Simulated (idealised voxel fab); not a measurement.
voxel ribs on slabs: a process module
Cross-section cut: width 270 nm, square cells of 5 nm.
Throughout this document, each cross-section is represented as a grid of square cells and is presented as a sequence of bands enumerated from the top downward, where a band comprises one or more rows of cells. Each band's line starts with the height of the band's top and of its bottom, in nm. Then come its materials from left to right, each with its width in nm. One material with "everywhere" fills the band from edge to edge. "blank" is empty space. Height reference: 0 = level under which incoming wafer is all one material. Lowest band: no bottom, runs on downward, e.g. "z 0 and below". Graded width ("30->40"): value in top row of band = first number; value in bottom row = second number; row-to-row change constant. A step reported as "everything unchanged" is a step in which no cell of the cross-section changed. The entry "Enclosed empty spaces" lists the empty spaces that cover at least 8 cells and have no open path to the top. Each is written as width x height at distance, where the distance is measured from the left edge and all three values are in nm. Whatever follows a step's settings on its line is a remark the simulator itself makes about that step. overlay nm, on a step with a mask: how far to the right of its planned place the mask lay; to the left if negative.
So here's the lineup of process steps we planned:
1 RECEIVE, material Si
2 DIRECTIONAL_DEP, material SiO2, thk nm 25
3 DIRECTIONAL_DEP, material SiN, thk nm 20
4 PATTERN, tone cover, mask id RIB, material resist, width nm 15, thk nm 20, overlay nm -15
5 DIRECTIONAL_ETCH, etch materials SiN, depth nm 5
6 STRIP, etch materials resist
7 PATTERN, tone cover, mask id SLAB, material resist, width nm 75, thk nm 20, overlay nm 0
8 DIRECTIONAL_ETCH, etch materials SiN, depth nm 15
9 STRIP, etch materials resist
10 FILL_DEP, material SiO2, thk nm 25
11 CMP, height nm 60
12 DIRECTIONAL_DEP, material W, thk nm 5
13 MASKED_ETCH, tone cover, mask id HEATER, width nm 25, etch materials W, depth nm 5, overlay nm 0
14 CONFORMAL_DEP, material SiO2, thk nm 5
Among the wafers covered here, the point of difference is the overlay nm at step 4; their starting state is shared, and the plan presents the value of the first wafer.
Cross-section of the first of several wafers as received (after step 1):
- z 0 and below: Si everywhere
- Enclosed empty spaces: none
The following table contains a row per wafer, in which are reported, at the conclusion of the module, the cells of each material gained (+) or lost (-) since the wafer's receipt, with its closed voids given thereafter:
overlay nm -15 | +48 SiN | +656 SiO2 | +5 W | Enclosed empty spaces: none
overlay nm -10 | +48 SiN | +656 SiO2 | +5 W | Enclosed empty spaces: none
overlay nm -5 | +48 SiN | +656 SiO2 | +5 W | Enclosed empty spaces: none
overlay nm 0 | +48 SiN | +656 SiO2 | +5 W | Enclosed empty spaces: none
overlay nm 5 | +48 SiN | +656 SiO2 | +5 W | Enclosed empty spaces: none
overlay nm 10 | +48 SiN | +656 SiO2 | +5 W | Enclosed empty spaces: none
overlay nm 15 | +48 SiN | +656 SiO2 | +5 W | Enclosed empty spaces: none
